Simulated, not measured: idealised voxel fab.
The process module that follows is named voxel double patterning.
For reference, the cross-section in this document is cut, with width 245 nm and square cells of 5 nm.
How to read a cross-section here: the picture is a grid of square cells, written as bands going from the top down, and any band can span one or more rows of cells.
The entry gives the band's vertical extent as a top height and a bottom height in nm, then its horizontal make-up as materials from left to right, each with a width in nm. "blank" stands for empty space; a single material marked "everywhere" fills the band edge to edge.
Beneath 0, the wafer as received is one material, and that level is where height counting begins. The lowest band goes on downward without a bottom; it is written like "0 -> down".
So if you see something like "30 to 40" for the width, read it as the top row of the band sitting at the first number and the bottom row at the second, with every row in between moving by the same amount as the last.
Any step labelled "remained unchanged" changed none of the cells in the cross-section.
Listed in "Closed cavity list": every empty space of 8 or more cells without an open way to the top. Form: width x height at distance, the distance being from the left edge, all in nm.
Step line, after settings: the simulator's comment on this step.
When a step includes a mask, the "overlay nm" setting on its line states how far to the right of its planned place that mask lay, and negative values state how far to the left.

**Below is the list of planned process steps**
1) RECEIVE with material Si
2) CONFORMAL_DEP with material SiN, thk nm 10
3) DIRECTIONAL_DEP with material SiO2, thk nm 15
4) DIRECTIONAL_DEP with material SiCN, thk nm 5
5) MASKED_ETCH with tone open, mask id FIRST, width nm 15, pitch nm 50, etch materials SiCN, depth nm 10, overlay nm 0
6) DIRECTIONAL_DEP with material aC, thk nm 10
7) PATTERN with tone open, mask id SECOND, material resist, width nm 15, pitch nm 50, thk nm 30, overlay nm 0
8) DIRECTIONAL_ETCH with etch materials aC, depth nm 10
9) STRIP with etch materials resist
10) DIRECTIONAL_ETCH with etch materials SiCN, depth nm 10
11) STRIP with etch materials aC
12) DIRECTIONAL_ETCH with etch materials SiO2, depth nm 15
13) STRIP with etch materials SiCN
Where the wafers of this document differ is in the thk nm of step 4; they start out the same, and the plan states the value that applied to the first wafer.

**As-received state after step 1, first of several wafers, cross-section**
> 0 -> down: Si everywhere
> Closed cavity list: none

**Quick look at the cross-section of the first of several wafers after step 13, which wraps up the module**
> 25 -> 10: SiO2 (65) | blank (15) | SiO2 (10) | blank (15) | SiO2 (10) | blank (15) | SiO2 (10) | blank (15) | SiO2 (10) | blank (15) | SiO2 (65)
> 10 -> 0: SiN everywhere
> 0 -> down: Si everywhere
> Closed cavity list: none

**last wafer at the end**
> 25 -> 10: SiO2 everywhere
> 10 -> 0: SiN everywhere
> 0 -> down: Si everywhere
> Closed cavity list: none

**Per wafer, end of module: cells gained (+) or lost (-) per material since receipt, then closed voids**
thk nm 5 | +98 SiN | +102 SiO2 | Closed cavity list: none
thk nm 10 | +98 SiN | +102 SiO2 | Closed cavity list: none
thk nm 15 | +98 SiN | +147 SiO2 | Closed cavity list: none
thk nm 20 | +98 SiN | +147 SiO2 | Closed cavity list: none
thk nm 25 | +98 SiN | +147 SiO2 | Closed cavity list: none
